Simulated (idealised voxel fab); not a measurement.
process module | voxel transistor to metal
cross-section cut | 160 nm wide | cells 5 nm
A cross-section is a grid of square cells, given in bands from the top down. A band is one or more rows of cells.
Each band's line starts with the height of the band's top and of its bottom, in nm. Then come its materials from left to right, each with its width in nm. One material with "throughout" fills the band from edge to edge. "air" is empty space.
Height 0 is the level under which the wafer as received is all one material. The lowest band goes on downwards, as in "0 down".
A width such as "30 to 40" changes by the same amount from each row of cells to the next, from the band's top row to its bottom row.
"no change" after a step means that no cell of the cross-section changed.
closed voids: empty space of 8 cells or more with no open way to the top, each as width x height at its distance from the left edge, in nm
after a step's settings: what the simulator itself notes on the step
overlay nm, on a step with a mask: how far to the right of its planned place the mask lay; to the left if negative
plan
1 op RECEIVE | material Si
2 op CONFORMAL_DEP | material SiO2 | thk nm 5
3 op CONFORMAL_DEP | material SiN | thk nm 10
4 op MASKED_ETCH | tone cover | mask id ACTIVE | width nm 125 | etch materials SiN | depth nm 10 | overlay nm 0
5 op MASKED_ETCH | tone cover | mask id ACTIVE | width nm 125 | etch materials SiO2 | depth nm 5 | overlay nm 0
6 op MASKED_ETCH | tone cover | mask id ACTIVE | width nm 125 | etch materials Si | depth nm 20 | overlay nm 0
7 op OXIDIZE | depth nm 5
8 op FILL_DEP | material SiO2 | thk nm 5
9 op CMP | height nm 15
10 op SELECTIVE_ETCH | etch materials SiO2 | depth nm 10
11 op STRIP | etch materials SiN
12 op SELECTIVE_ETCH | etch materials SiO2 | depth nm 5
13 op OXIDIZE | depth nm 5
14 op DIRECTIONAL_DEP | material polySi | thk nm 25
15 op DIRECTIONAL_DEP | material SiCN | thk nm 15
16 op PATTERN | tone cover | mask id GATE | material resist | width nm 35 | thk nm 15 | overlay nm 0
17 op DIRECTIONAL_ETCH | etch materials SiCN | depth nm 25
18 op DIRECTIONAL_ETCH | etch materials polySi | depth nm 35
19 op STRIP | etch materials resist
20 op CONFORMAL_DEP | material SiO2 | thk nm 5
21 op DIRECTIONAL_ETCH | etch materials SiO2 | depth nm 5
22 op CONFORMAL_DEP | material SiN | thk nm 10
23 op DIRECTIONAL_ETCH | etch materials SiN | depth nm 10
24 op DIRECTIONAL_ETCH | etch materials SiO2 | depth nm 5
25 op EPI | material SiGe | thk nm 5
26 op FILL_DEP | material SiO2 | thk nm 5
27 op CMP | height nm 25
28 op STRIP | etch materials polySi
29 op SELECTIVE_ETCH | etch materials SiO2 | depth nm 5
30 op CONFORMAL_DEP | material HfO2 | thk nm 5
31 op CONFORMAL_DEP | material TiN | thk nm 5
32 op FILL_DEP | material W | thk nm 10
33 op CMP | height nm 20
34 op DIRECTIONAL_DEP | material SiO2 | thk nm 15
35 op MASKED_ETCH | tone open | mask id CONTACT | width nm 20 | pitch nm 85 | etch materials SiO2 | depth nm 35 | overlay nm 0
36 op CONFORMAL_DEP | material TiN | thk nm 5
37 op FILL_DEP | material Ru | thk nm 5
38 op CMP | height nm 35
39 op CONFORMAL_DEP | material SiCN | thk nm 5
40 op DIRECTIONAL_DEP | material SiO2 | thk nm 20
41 op DIRECTIONAL_DEP | material aC | thk nm 10
42 op PATTERN | tone open | mask id METAL_1 | material resist | width nm 20 | pitch nm 85 | thk nm 25 | overlay nm 0
43 op DIRECTIONAL_ETCH | etch materials aC | depth nm 10
44 op STRIP | etch materials resist
45 op DIRECTIONAL_ETCH | etch materials SiO2 | depth nm 20
46 op DIRECTIONAL_ETCH | etch materials SiCN | depth nm 5
47 op STRIP | etch materials aC
48 op CONFORMAL_DEP | material TiN | thk nm 5
49 op FILL_DEP | material Cu | thk nm 5
50 op CMP | height nm 60
51 op CONFORMAL_DEP | material SiCN | thk nm 5
52 op DIRECTIONAL_DEP | material lowk | thk nm 25
53 op PATTERN | tone open | mask id METAL_2 | material resist | width nm 20 | pitch nm 85 | thk nm 20 | overlay nm 0
54 op DIRECTIONAL_ETCH | etch materials lowk | depth nm 15
55 op STRIP | etch materials resist
56 op MASKED_ETCH | tone open | mask id METAL_2_HOLES | width nm 15 | pitch nm 85 | etch materials lowk | depth nm 10 | overlay nm 0
57 op MASKED_ETCH | tone open | mask id METAL_2_HOLES | width nm 15 | pitch nm 85 | etch materials SiCN | depth nm 5 | overlay nm 0
58 op CONFORMAL_DEP | material TiN | thk nm 5
59 op FILL_DEP | material Cu | thk nm 10
60 op CMP | height nm 90
61 op CONFORMAL_DEP | material SiN | thk nm 5
first wafer, as planned
as received, after step 1
  0 down: Si throughout
  closed voids: none
after step 2
  5 to 0: SiO2 throughout
  below 0: unchanged
after step 3
  15 to 5: SiN throughout
  below 5: unchanged
after step 4
  15 to 5: air 15 | SiN 125 | air 20
  below 5: unchanged
after step 5
  15 to 5: air 15 | SiN 125 | air 20
  5 to 0: air 15 | SiO2 125 | air 20
  below 0: unchanged
after step 6
  15 to 5: air 15 | SiN 125 | air 20
  5 to 0: air 15 | SiO2 125 | air 20
  0 to -20: air 15 | Si 125 | air 20
  below -20: unchanged
after step 7
  15 to 5: air 15 | SiN 125 | air 20
  5 to 0: air 15 | SiO2 125 | air 20
  0 to -20: air 15 | SiO2 5 | Si 115 | SiO2 5 | air 20
  -20 to -25: SiO2 20 | Si 115 | SiO2 25
  below -25: unchanged
after step 8
  20 to 15: SiO2 throughout
  15 to 5: SiO2 15 | SiN 125 | SiO2 20
  5 to 0: SiO2 throughout
  0 to -25: SiO2 20 | Si 115 | SiO2 25
  below -25: unchanged
after step 9
  15 to 5: SiO2 15 | SiN 125 | SiO2 20
  below 5: unchanged
after step 10
  15 to 5: air 15 | SiN 125 | air 20
  below 5: unchanged
after step 11
  5 to 0: SiO2 throughout
  below 0: unchanged
after step 12
  0 to -25: SiO2 20 | Si 115 | SiO2 25
  below -25: unchanged
after step 13
  0 to -5: SiO2 throughout
  below -5: unchanged
after step 14
  25 to 0: polySi throughout
  below 0: unchanged
after step 15
  40 to 25: SiCN throughout
  below 25: unchanged
after step 16
  55 to 40: air 60 | resist 35 | air 65
  below 40: unchanged
after step 17
  55 to 40: air 60 | resist 35 | air 65
  40 to 25: air 60 | SiCN 35 | air 65
  below 25: unchanged
after step 18
  55 to 40: air 60 | resist 35 | air 65
  40 to 25: air 60 | SiCN 35 | air 65
  25 to 0: air 60 | polySi 35 | air 65
  below 0: unchanged
after step 19
  40 to 25: air 60 | SiCN 35 | air 65
  below 25: unchanged
after step 20
  45 to 40: air 55 | SiO2 45 | air 60
  40 to 25: air 55 | SiO2 5 | SiCN 35 | SiO2 5 | air 60
  25 to 5: air 55 | SiO2 5 | polySi 35 | SiO2 5 | air 60
  5 to 0: SiO2 60 | polySi 35 | SiO2 65
  below 0: unchanged
after step 21
  40 to 25: air 55 | SiO2 5 | SiCN 35 | SiO2 5 | air 60
  25 to 0: air 55 | SiO2 5 | polySi 35 | SiO2 5 | air 60
  below 0: unchanged
after step 22
  50 to 40: air 45 | SiN 65 | air 50
  40 to 25: air 45 | SiN 10 | SiO2 5 | SiCN 35 | SiO2 5 | SiN 10 | air 50
  25 to 10: air 45 | SiN 10 | SiO2 5 | polySi 35 | SiO2 5 | SiN 10 | air 50
  10 to 0: SiN 55 | SiO2 5 | polySi 35 | SiO2 5 | SiN 60
  below 0: unchanged
after step 23
  40 to 25: air 45 | SiN 10 | SiO2 5 | SiCN 35 | SiO2 5 | SiN 10 | air 50
  25 to 0: air 45 | SiN 10 | SiO2 5 | polySi 35 | SiO2 5 | SiN 10 | air 50
  below 0: unchanged
after step 24
  40 to 35: air 45 | SiN 10 | air 5 | SiCN 35 | air 5 | SiN 10 | air 50
  35 to 25: air 45 | SiN 10 | SiO2 5 | SiCN 35 | SiO2 5 | SiN 10 | air 50
  25 to 0: air 45 | SiN 10 | SiO2 5 | polySi 35 | SiO2 5 | SiN 10 | air 50
  0 to -5: air 45 | SiO2 65 | air 50
  below -5: unchanged
after step 25
  40 to 35: air 45 | SiN 10 | air 5 | SiCN 35 | air 5 | SiN 10 | air 50
  35 to 25: air 45 | SiN 10 | SiO2 5 | SiCN 35 | SiO2 5 | SiN 10 | air 50
  25 to 0: air 45 | SiN 10 | SiO2 5 | polySi 35 | SiO2 5 | SiN 10 | air 50
  0 to -5: air 15 | SiGe 30 | SiO2 65 | SiGe 30 | air 20
  below -5: unchanged
after step 26
  45 to 40: SiO2 throughout
  40 to 25: SiO2 45 | SiN 10 | SiO2 5 | SiCN 35 | SiO2 5 | SiN 10 | SiO2 50
  25 to 0: SiO2 45 | SiN 10 | SiO2 5 | polySi 35 | SiO2 5 | SiN 10 | SiO2 50
  0 to -5: SiO2 15 | SiGe 30 | SiO2 65 | SiGe 30 | SiO2 20
  below -5: unchanged
after step 27
  25 to 0: SiO2 45 | SiN 10 | SiO2 5 | polySi 35 | SiO2 5 | SiN 10 | SiO2 50
  below 0: unchanged
after step 28
  25 to 0: SiO2 45 | SiN 10 | SiO2 5 | air 35 | SiO2 5 | SiN 10 | SiO2 50
  below 0: unchanged
after step 29
  25 to 20: air 45 | SiN 10 | air 45 | SiN 10 | air 50
  20 to 0: SiO2 45 | SiN 10 | air 45 | SiN 10 | SiO2 50
  0 to -5: SiO2 15 | SiGe 30 | SiO2 10 | air 45 | SiO2 10 | SiGe 30 | SiO2 20
  below -5: unchanged
after step 30
  30 to 25: air 40 | HfO2 20 | air 35 | HfO2 20 | air 45
  25 to 20: HfO2 45 | SiN 10 | HfO2 5 | air 35 | HfO2 5 | SiN 10 | HfO2 50
  20 to 0: SiO2 45 | SiN 10 | HfO2 5 | air 35 | HfO2 5 | SiN 10 | SiO2 50
  0 to -5: SiO2 15 | SiGe 30 | SiO2 10 | HfO2 45 | SiO2 10 | SiGe 30 | SiO2 20
  below -5: unchanged
after step 31
  35 to 30: air 35 | TiN 30 | air 25 | TiN 30 | air 40
  30 to 25: TiN 40 | HfO2 20 | TiN 5 | air 25 | TiN 5 | HfO2 20 | TiN 45
  25 to 20: HfO2 45 | SiN 10 | HfO2 5 | TiN 5 | air 25 | TiN 5 | HfO2 5 | SiN 10 | HfO2 50
  20 to 5: SiO2 45 | SiN 10 | HfO2 5 | TiN 5 | air 25 | TiN 5 | HfO2 5 | SiN 10 | SiO2 50
  5 to 0: SiO2 45 | SiN 10 | HfO2 5 | TiN 35 | HfO2 5 | SiN 10 | SiO2 50
  below 0: unchanged
after step 32
  45 to 35: W throughout
  35 to 30: W 35 | TiN 30 | W 25 | TiN 30 | W 40
  30 to 25: TiN 40 | HfO2 20 | TiN 5 | W 25 | TiN 5 | HfO2 20 | TiN 45
  25 to 20: HfO2 45 | SiN 10 | HfO2 5 | TiN 5 | W 25 | TiN 5 | HfO2 5 | SiN 10 | HfO2 50
  20 to 5: SiO2 45 | SiN 10 | HfO2 5 | TiN 5 | W 25 | TiN 5 | HfO2 5 | SiN 10 | SiO2 50
  below 5: unchanged
after step 33
  20 to 5: SiO2 45 | SiN 10 | HfO2 5 | TiN 5 | W 25 | TiN 5 | HfO2 5 | SiN 10 | SiO2 50
  below 5: unchanged
after step 34
  35 to 20: SiO2 throughout
  below 20: unchanged
after step 35
  35 to 20: SiO2 25 | air 20 | SiO2 65 | air 20 | SiO2 30
  20 to 5: SiO2 25 | air 20 | SiN 10 | HfO2 5 | TiN 5 | W 25 | TiN 5 | HfO2 5 | SiN 10 | air 20 | SiO2 30
  5 to 0: SiO2 25 | air 20 | SiN 10 | HfO2 5 | TiN 35 | HfO2 5 | SiN 10 | air 20 | SiO2 30
  below 0: unchanged
after step 36
  40 to 35: TiN 30 | air 10 | TiN 75 | air 10 | TiN 35
  35 to 20: SiO2 25 | TiN 5 | air 10 | TiN 5 | SiO2 65 | TiN 5 | air 10 | TiN 5 | SiO2 30
  20 to 5: SiO2 25 | TiN 5 | air 10 | TiN 5 | SiN 10 | HfO2 5 | TiN 5 | W 25 | TiN 5 | HfO2 5 | SiN 10 | TiN 5 | air 10 | TiN 5 | SiO2 30
  5 to 0: SiO2 25 | TiN 20 | SiN 10 | HfO2 5 | TiN 35 | HfO2 5 | SiN 10 | TiN 20 | SiO2 30
  below 0: unchanged
after step 37
  45 to 40: Ru throughout
  40 to 35: TiN 30 | Ru 10 | TiN 75 | Ru 10 | TiN 35
  35 to 20: SiO2 25 | TiN 5 | Ru 10 | TiN 5 | SiO2 65 | TiN 5 | Ru 10 | TiN 5 | SiO2 30
  20 to 5: SiO2 25 | TiN 5 | Ru 10 | TiN 5 | SiN 10 | HfO2 5 | TiN 5 | W 25 | TiN 5 | HfO2 5 | SiN 10 | TiN 5 | Ru 10 | TiN 5 | SiO2 30
  below 5: unchanged
after step 38
  35 to 20: SiO2 25 | TiN 5 | Ru 10 | TiN 5 | SiO2 65 | TiN 5 | Ru 10 | TiN 5 | SiO2 30
  below 20: unchanged
after step 39
  40 to 35: SiCN throughout
  below 35: unchanged
after step 40
  60 to 40: SiO2 throughout
  below 40: unchanged
after step 41
  70 to 60: aC throughout
  below 60: unchanged
after step 42
  95 to 70: resist 25 | air 20 | resist 65 | air 20 | resist 30
  below 70: unchanged
after step 43
  85 to 70: resist 25 | air 20 | resist 65 | air 20 | resist 30
  70 to 60: aC 25 | air 20 | aC 65 | air 20 | aC 30
  below 60: unchanged
after step 44
  70 to 60: aC 25 | air 20 | aC 65 | air 20 | aC 30
  below 60: unchanged
after step 45
  70 to 60: aC 25 | air 20 | aC 65 | air 20 | aC 30
  60 to 40: SiO2 25 | air 20 | SiO2 65 | air 20 | SiO2 30
  below 40: unchanged
after step 46
  70 to 60: aC 25 | air 20 | aC 65 | air 20 | aC 30
  60 to 40: SiO2 25 | air 20 | SiO2 65 | air 20 | SiO2 30
  40 to 35: SiCN 25 | air 20 | SiCN 65 | air 20 | SiCN 30
  below 35: unchanged
after step 47
  60 to 40: SiO2 25 | air 20 | SiO2 65 | air 20 | SiO2 30
  below 40: unchanged
after step 48
  65 to 60: TiN 30 | air 10 | TiN 75 | air 10 | TiN 35
  60 to 40: SiO2 25 | TiN 5 | air 10 | TiN 5 | SiO2 65 | TiN 5 | air 10 | TiN 5 | SiO2 30
  40 to 35: SiCN 25 | TiN 20 | SiCN 65 | TiN 20 | SiCN 30
  below 35: unchanged
after step 49
  70 to 65: Cu throughout
  65 to 60: TiN 30 | Cu 10 | TiN 75 | Cu 10 | TiN 35
  60 to 40: SiO2 25 | TiN 5 | Cu 10 | TiN 5 | SiO2 65 | TiN 5 | Cu 10 | TiN 5 | SiO2 30
  below 40: unchanged
after step 50
  60 to 40: SiO2 25 | TiN 5 | Cu 10 | TiN 5 | SiO2 65 | TiN 5 | Cu 10 | TiN 5 | SiO2 30
  below 40: unchanged
after step 51
  65 to 60: SiCN throughout
  below 60: unchanged
after step 52
  90 to 65: lowk throughout
  below 65: unchanged
after step 53
  110 to 90: resist 25 | air 20 | resist 65 | air 20 | resist 30
  below 90: unchanged
after step 54
  110 to 90: resist 25 | air 20 | resist 65 | air 20 | resist 30
  90 to 75: lowk 25 | air 20 | lowk 65 | air 20 | lowk 30
  below 75: unchanged
after step 55
  90 to 75: lowk 25 | air 20 | lowk 65 | air 20 | lowk 30
  below 75: unchanged
after step 56
  90 to 75: lowk 25 | air 20 | lowk 65 | air 20 | lowk 30
  75 to 65: lowk 25 | air 15 | lowk 70 | air 15 | lowk 35
  below 65: unchanged
after step 57
  90 to 75: lowk 25 | air 20 | lowk 65 | air 20 | lowk 30
  75 to 65: lowk 25 | air 15 | lowk 70 | air 15 | lowk 35
  65 to 60: SiCN 25 | air 15 | SiCN 70 | air 15 | SiCN 35
  below 60: unchanged
after step 58
  95 to 90: TiN 30 | air 10 | TiN 75 | air 10 | TiN 35
  90 to 80: lowk 25 | TiN 5 | air 10 | TiN 5 | lowk 65 | TiN 5 | air 10 | TiN 5 | lowk 30
  80 to 75: lowk 25 | TiN 5 | air 5 | TiN 10 | lowk 65 | TiN 5 | air 5 | TiN 10 | lowk 30
  75 to 65: lowk 25 | TiN 5 | air 5 | TiN 5 | lowk 70 | TiN 5 | air 5 | TiN 5 | lowk 35
  65 to 60: SiCN 25 | TiN 15 | SiCN 70 | TiN 15 | SiCN 35
  below 60: unchanged
after step 59
  105 to 95: Cu throughout
  95 to 90: TiN 30 | Cu 10 | TiN 75 | Cu 10 | TiN 35
  90 to 80: lowk 25 | TiN 5 | Cu 10 | TiN 5 | lowk 65 | TiN 5 | Cu 10 | TiN 5 | lowk 30
  80 to 75: lowk 25 | TiN 5 | Cu 5 | TiN 10 | lowk 65 | TiN 5 | Cu 5 | TiN 10 | lowk 30
  75 to 65: lowk 25 | TiN 5 | Cu 5 | TiN 5 | lowk 70 | TiN 5 | Cu 5 | TiN 5 | lowk 35
  below 65: unchanged
after step 60
  90 to 80: lowk 25 | TiN 5 | Cu 10 | TiN 5 | lowk 65 | TiN 5 | Cu 10 | TiN 5 | lowk 30
  below 80: unchanged
after step 61
  95 to 90: SiN throughout
  below 90: unchanged
second wafer: like start, like plan, one mistake. Through step 49 it matches the first wafer
when step 50 should have ended
  65 to 60: TiN 30 | Cu 10 | TiN 75 | Cu 10 | TiN 35
  below 60: unchanged
when step 51 should have ended
  70 to 65: SiCN throughout
  below 65: unchanged
when step 52 should have ended
  95 to 70: lowk throughout
  below 70: unchanged
when step 53 should have ended
  115 to 95: resist 25 | air 20 | resist 65 | air 20 | resist 30
  below 95: unchanged
when step 54 should have ended
  115 to 95: resist 25 | air 20 | resist 65 | air 20 | resist 30
  95 to 80: lowk 25 | air 20 | lowk 65 | air 20 | lowk 30
  below 80: unchanged
when step 55 should have ended
  95 to 80: lowk 25 | air 20 | lowk 65 | air 20 | lowk 30
  below 80: unchanged
when step 56 should have ended
  95 to 80: lowk 25 | air 20 | lowk 65 | air 20 | lowk 30
  80 to 70: lowk 25 | air 15 | lowk 70 | air 15 | lowk 35
  below 70: unchanged
when step 57 should have ended
  95 to 80: lowk 25 | air 20 | lowk 65 | air 20 | lowk 30
  80 to 70: lowk 25 | air 15 | lowk 70 | air 15 | lowk 35
  70 to 65: SiCN 25 | air 15 | SiCN 70 | air 15 | SiCN 35
  below 65: unchanged
when step 58 should have ended
  100 to 95: TiN 30 | air 10 | TiN 75 | air 10 | TiN 35
  95 to 85: lowk 25 | TiN 5 | air 10 | TiN 5 | lowk 65 | TiN 5 | air 10 | TiN 5 | lowk 30
  85 to 80: lowk 25 | TiN 5 | air 5 | TiN 10 | lowk 65 | TiN 5 | air 5 | TiN 10 | lowk 30
  80 to 70: lowk 25 | TiN 5 | air 5 | TiN 5 | lowk 70 | TiN 5 | air 5 | TiN 5 | lowk 35
  70 to 65: SiCN 25 | TiN 15 | SiCN 70 | TiN 15 | SiCN 35
  below 65: unchanged
when step 59 should have ended
  110 to 100: Cu throughout
  100 to 95: TiN 30 | Cu 10 | TiN 75 | Cu 10 | TiN 35
  95 to 85: lowk 25 | TiN 5 | Cu 10 | TiN 5 | lowk 65 | TiN 5 | Cu 10 | TiN 5 | lowk 30
  85 to 80: lowk 25 | TiN 5 | Cu 5 | TiN 10 | lowk 65 | TiN 5 | Cu 5 | TiN 10 | lowk 30
  80 to 70: lowk 25 | TiN 5 | Cu 5 | TiN 5 | lowk 70 | TiN 5 | Cu 5 | TiN 5 | lowk 35
  below 70: unchanged
when step 60 should have ended
  90 to 80: lowk 25 | TiN 5 | Cu 10 to 5 | TiN 5 to 10 | lowk 65 | TiN 5 | Cu 10 to 5 | TiN 5 to 10 | lowk 30
  below 80: unchanged
when step 61 should have ended
  95 to 90: SiN throughout
  below 90: unchanged
what went wrong: step 50 ran as: op CMP | height nm 65
at the end the second wafer has, in cells: 24 more of TiN | 24 fewer of lowk
